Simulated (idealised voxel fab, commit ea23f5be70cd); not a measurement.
The process module presented herein is designated voxel self aligned vias.
Each square cell in cross-section cut measures 5 nm, and the section as a whole is 215 nm wide.
Cross-section layout: square cells on a grid; listed as bands, top to bottom; a band spans one or more cell rows. A band entry consists of two parts. The first gives the height of the band's top and the height of its bottom, in nm. The rest lists the band's materials from left to right, each with its width in nm. A single material labelled with the word "full width" fills the band from edge to edge, and the word "air" marks empty space. Counting heights begins at 0, where everything beneath is, in the wafer as received, one material. The lowest band has no bottom; it goes on downwards, as "from 0 down" shows. It should be noted that a width expressed as "30->40" varies in equal increments from row to row of cells within the band, taking the value of the first number at the top row and that of the second number at the bottom row. Take "everything unchanged" at face value: in the step it is given for, the cross-section changed in none of its cells. Enclosed void list: empty space of 8 cells or more with no open way to the top, each as width x height at its distance from the left edge, in nm. Heads up: the bit after the settings on a step's line is the simulator's remark on that step. "overlay nm" on a masked step: distance the mask lay right of its planned place, negative for left.

# Steps in the process plan
| 1 | RECEIVE: material Si |
| 2 | CONFORMAL_DEP: material SiO2, thk nm 10 |
| 3 | CONFORMAL_DEP: material SiCN, thk nm 5 |
| 4 | DIRECTIONAL_DEP: material lowk, thk nm 20 |
| 5 | DIRECTIONAL_DEP: material aC, thk nm 15 |
| 6 | PATTERN: tone open, mask id LINES, material resist, width nm 30, pitch nm 75, thk nm 35, overlay nm 0 |
| 7 | DIRECTIONAL_ETCH: etch materials aC, depth nm 15 |
| 8 | STRIP: etch materials resist |
| 9 | DIRECTIONAL_ETCH: etch materials lowk, depth nm 20 |
| 10 | STRIP: etch materials aC |
| 11 | CONFORMAL_DEP: material TiN, thk nm 5 |
| 12 | FILL_DEP: material Ru, thk nm 10 |
| 13 | CMP: height nm 35 |
| 14 | SELECTIVE_ETCH: etch materials W Ru TiN, depth nm 5 |
| 15 | FILL_DEP: material SiN, thk nm 5 |
| 16 | CMP: height nm 35 |
| 17 | DIRECTIONAL_DEP: material lowk, thk nm 15 |
| 18 | DIRECTIONAL_DEP: material aC, thk nm 15 |
| 19 | PATTERN: tone open, mask id VIAS, material resist, width nm 50, pitch nm 75, thk nm 30, overlay nm 0 |
| 20 | DIRECTIONAL_ETCH: etch materials aC, depth nm 15 |
| 21 | STRIP: etch materials resist |
| 22 | DIRECTIONAL_ETCH: etch materials lowk, depth nm 15 |
| 23 | DIRECTIONAL_ETCH: etch materials SiN, depth nm 5 |
| 24 | STRIP: etch materials aC |
| 25 | CONFORMAL_DEP: material TiN, thk nm 5 |
| 26 | FILL_DEP: material Ru, thk nm 5 |
| 27 | CMP: height nm 50 |
| 28 | CONFORMAL_DEP: material SiCN, thk nm 5 |

# The first of two wafers, run as planned

# Cross-sectional view of the wafer in its as-received condition, corresponding to the state after step 1
from 0 down | Si full width
Enclosed void list: none

# Once step 2 is through, the wafer looks like this in cross-section
from 10 to 0 | SiO2 full width
Under 0: no change, same as before.

# Once step 3 is through, the wafer looks like this in cross-section
from 15 to 10 | SiCN full width
Under 10: no change, same as before.

# Once step 4 is through, the wafer looks like this in cross-section
from 35 to 15 | lowk full width
Under 15: no change, same as before.

# Once step 5 is through, the wafer looks like this in cross-section
from 50 to 35 | aC full width
Under 35: no change, same as before.

# Once step 6 is through, the wafer looks like this in cross-section
from 85 to 50 | resist=55; air=30; resist=45; air=30; resist=55
Under 50: no change, same as before.

# Once step 7 is through, the wafer looks like this in cross-section
from 70 to 50 | resist=55; air=30; resist=45; air=30; resist=55
from 50 to 35 | aC=55; air=30; aC=45; air=30; aC=55
Under 35: no change, same as before.

# Once step 8 is through, the wafer looks like this in cross-section
from 50 to 35 | aC=55; air=30; aC=45; air=30; aC=55
Under 35: no change, same as before.

# Once step 9 is through, the wafer looks like this in cross-section
from 50 to 35 | aC=55; air=30; aC=45; air=30; aC=55
from 35 to 15 | lowk=55; air=30; lowk=45; air=30; lowk=55
Under 15: no change, same as before.

# Once step 10 is through, the wafer looks like this in cross-section
from 35 to 15 | lowk=55; air=30; lowk=45; air=30; lowk=55
Under 15: no change, same as before.

# Once step 11 is through, the wafer looks like this in cross-section
from 40 to 35 | TiN=60; air=20; TiN=55; air=20; TiN=60
from 35 to 20 | lowk=55; TiN=5; air=20; TiN=5; lowk=45; TiN=5; air=20; TiN=5; lowk=55
from 20 to 15 | lowk=55; TiN=30; lowk=45; TiN=30; lowk=55
Under 15: no change, same as before.

# Once step 12 is through, the wafer looks like this in cross-section
from 50 to 40 | Ru full width
from 40 to 35 | TiN=60; Ru=20; TiN=55; Ru=20; TiN=60
from 35 to 20 | lowk=55; TiN=5; Ru=20; TiN=5; lowk=45; TiN=5; Ru=20; TiN=5; lowk=55
Under 20: no change, same as before.

# Once step 13 is through, the wafer looks like this in cross-section
from 35 to 20 | lowk=55; TiN=5; Ru=20; TiN=5; lowk=45; TiN=5; Ru=20; TiN=5; lowk=55
Under 20: no change, same as before.

# Once step 14 is through, the wafer looks like this in cross-section
from 35 to 30 | lowk=55; air=30; lowk=45; air=30; lowk=55
Under 30: no change, same as before.

# Once step 15 is through, the wafer looks like this in cross-section
from 40 to 35 | SiN full width
from 35 to 30 | lowk=55; SiN=30; lowk=45; SiN=30; lowk=55
Under 30: no change, same as before.

# Once step 16 is through, the wafer looks like this in cross-section
from 35 to 30 | lowk=55; SiN=30; lowk=45; SiN=30; lowk=55
Under 30: no change, same as before.

# Once step 17 is through, the wafer looks like this in cross-section
from 50 to 35 | lowk full width
Under 35: no change, same as before.

# Once step 18 is through, the wafer looks like this in cross-section
from 65 to 50 | aC full width
Under 50: no change, same as before.

# Once step 19 is through, the wafer looks like this in cross-section
from 95 to 65 | resist=45; air=50; resist=25; air=50; resist=45
Under 65: no change, same as before.

# Once step 20 is through, the wafer looks like this in cross-section
from 80 to 65 | resist=45; air=50; resist=25; air=50; resist=45
from 65 to 50 | aC=45; air=50; aC=25; air=50; aC=45
Under 50: no change, same as before.

# Once step 21 is through, the wafer looks like this in cross-section
from 65 to 50 | aC=45; air=50; aC=25; air=50; aC=45
Under 50: no change, same as before.

# Once step 22 is through, the wafer looks like this in cross-section
from 65 to 50 | aC=45; air=50; aC=25; air=50; aC=45
from 50 to 35 | lowk=45; air=50; lowk=25; air=50; lowk=45
Under 35: no change, same as before.

# Once step 23 is through, the wafer looks like this in cross-section
from 65 to 50 | aC=45; air=50; aC=25; air=50; aC=45
from 50 to 35 | lowk=45; air=50; lowk=25; air=50; lowk=45
from 35 to 30 | lowk=55; air=30; lowk=45; air=30; lowk=55
Under 30: no change, same as before.

# Once step 24 is through, the wafer looks like this in cross-section
from 50 to 35 | lowk=45; air=50; lowk=25; air=50; lowk=45
Under 35: no change, same as before.

# Once step 25 is through, the wafer looks like this in cross-section
from 55 to 50 | TiN=50; air=40; TiN=35; air=40; TiN=50
from 50 to 40 | lowk=45; TiN=5; air=40; TiN=5; lowk=25; TiN=5; air=40; TiN=5; lowk=45
from 40 to 35 | lowk=45; TiN=15; air=20; TiN=15; lowk=25; TiN=15; air=20; TiN=15; lowk=45
from 35 to 30 | lowk=55; TiN=30; lowk=45; TiN=30; lowk=55
Under 30: no change, same as before.

# Once step 26 is through, the wafer looks like this in cross-section
from 60 to 55 | Ru full width
from 55 to 50 | TiN=50; Ru=40; TiN=35; Ru=40; TiN=50
from 50 to 40 | lowk=45; TiN=5; Ru=40; TiN=5; lowk=25; TiN=5; Ru=40; TiN=5; lowk=45
from 40 to 35 | lowk=45; TiN=15; Ru=20; TiN=15; lowk=25; TiN=15; Ru=20; TiN=15; lowk=45
Under 35: no change, same as before.

# Once step 27 is through, the wafer looks like this in cross-section
from 50 to 40 | lowk=45; TiN=5; Ru=40; TiN=5; lowk=25; TiN=5; Ru=40; TiN=5; lowk=45
Under 40: no change, same as before.

# Once step 28 is through, the wafer looks like this in cross-section
from 55 to 50 | SiCN full width
Under 50: no change, same as before.

# Companion wafer, the second of two: same beginning, same intended sequence, one mistake in carrying it out; through step 2 inclusive it tracks the first exactly

# Cross-section, second wafer, at the end time the plan gives for step 3
from 30 to 10 | lowk full width
Under 10: no change, same as before.

# Cross-section, second wafer, at the end time the plan gives for step 4
from 35 to 30 | SiCN full width
Under 30: no change, same as before.

# Cross-section, second wafer, at the end time the plan gives for step 5
from 50 to 35 | aC full width
Under 35: no change, same as before.

# Cross-section, second wafer, at the end time the plan gives for step 6
from 85 to 50 | resist=55; air=30; resist=45; air=30; resist=55
Under 50: no change, same as before.

# Cross-section, second wafer, at the end time the plan gives for step 7
from 70 to 50 | resist=55; air=30; resist=45; air=30; resist=55
from 50 to 35 | aC=55; air=30; aC=45; air=30; aC=55
Under 35: no change, same as before.

# Cross-section, second wafer, at the end time the plan gives for step 8
from 50 to 35 | aC=55; air=30; aC=45; air=30; aC=55
Under 35: no change, same as before.

Cross-section, second wafer, at the end time the plan gives for step 9: everything unchanged

# Cross-section, second wafer, at the end time the plan gives for step 10
from 35 to 30 | SiCN full width
Under 30: no change, same as before.

# Cross-section, second wafer, at the end time the plan gives for step 11
from 40 to 35 | TiN full width
Under 35: no change, same as before.

# Cross-section, second wafer, at the end time the plan gives for step 12
from 50 to 40 | Ru full width
Under 40: no change, same as before.

# Cross-section, second wafer, at the end time the plan gives for step 13
from 35 to 30 | SiCN full width
Under 30: no change, same as before.

Cross-section, second wafer, at the end time the plan gives for step 14: everything unchanged

# Cross-section, second wafer, at the end time the plan gives for step 15
from 40 to 35 | SiN full width
Under 35: no change, same as before.

# Cross-section, second wafer, at the end time the plan gives for step 16
from 35 to 30 | SiCN full width
Under 30: no change, same as before.

# Cross-section, second wafer, at the end time the plan gives for step 17
from 50 to 35 | lowk full width
Under 35: no change, same as before.

# Cross-section, second wafer, at the end time the plan gives for step 18
from 65 to 50 | aC full width
Under 50: no change, same as before.

# Cross-section, second wafer, at the end time the plan gives for step 19
from 95 to 65 | resist=45; air=50; resist=25; air=50; resist=45
Under 65: no change, same as before.

# Cross-section, second wafer, at the end time the plan gives for step 20
from 80 to 65 | resist=45; air=50; resist=25; air=50; resist=45
from 65 to 50 | aC=45; air=50; aC=25; air=50; aC=45
Under 50: no change, same as before.

# Cross-section, second wafer, at the end time the plan gives for step 21
from 65 to 50 | aC=45; air=50; aC=25; air=50; aC=45
Under 50: no change, same as before.

# Cross-section, second wafer, at the end time the plan gives for step 22
from 65 to 50 | aC=45; air=50; aC=25; air=50; aC=45
from 50 to 35 | lowk=45; air=50; lowk=25; air=50; lowk=45
Under 35: no change, same as before.

Cross-section, second wafer, at the end time the plan gives for step 23: everything unchanged

# Cross-section, second wafer, at the end time the plan gives for step 24
from 50 to 35 | lowk=45; air=50; lowk=25; air=50; lowk=45
Under 35: no change, same as before.

# Cross-section, second wafer, at the end time the plan gives for step 25
from 55 to 50 | TiN=50; air=40; TiN=35; air=40; TiN=50
from 50 to 40 | lowk=45; TiN=5; air=40; TiN=5; lowk=25; TiN=5; air=40; TiN=5; lowk=45
from 40 to 35 | lowk=45; TiN=50; lowk=25; TiN=50; lowk=45
Under 35: no change, same as before.

# Cross-section, second wafer, at the end time the plan gives for step 26
from 60 to 55 | Ru full width
from 55 to 50 | TiN=50; Ru=40; TiN=35; Ru=40; TiN=50
from 50 to 40 | lowk=45; TiN=5; Ru=40; TiN=5; lowk=25; TiN=5; Ru=40; TiN=5; lowk=45
Under 40: no change, same as before.

# Cross-section, second wafer, at the end time the plan gives for step 27
from 50 to 40 | lowk=45; TiN=5; Ru=40; TiN=5; lowk=25; TiN=5; Ru=40; TiN=5; lowk=45
Under 40: no change, same as before.

# Cross-section, second wafer, at the end time the plan gives for step 28
from 55 to 50 | SiCN full width
Under 50: no change, same as before.
Error vs. plan: swap of plan steps 3 and 4 during execution
Bottom line after processing is that, in cells, the second wafer is up or down on some materials versus the first: Ru -24, TiN -24, lowk +48
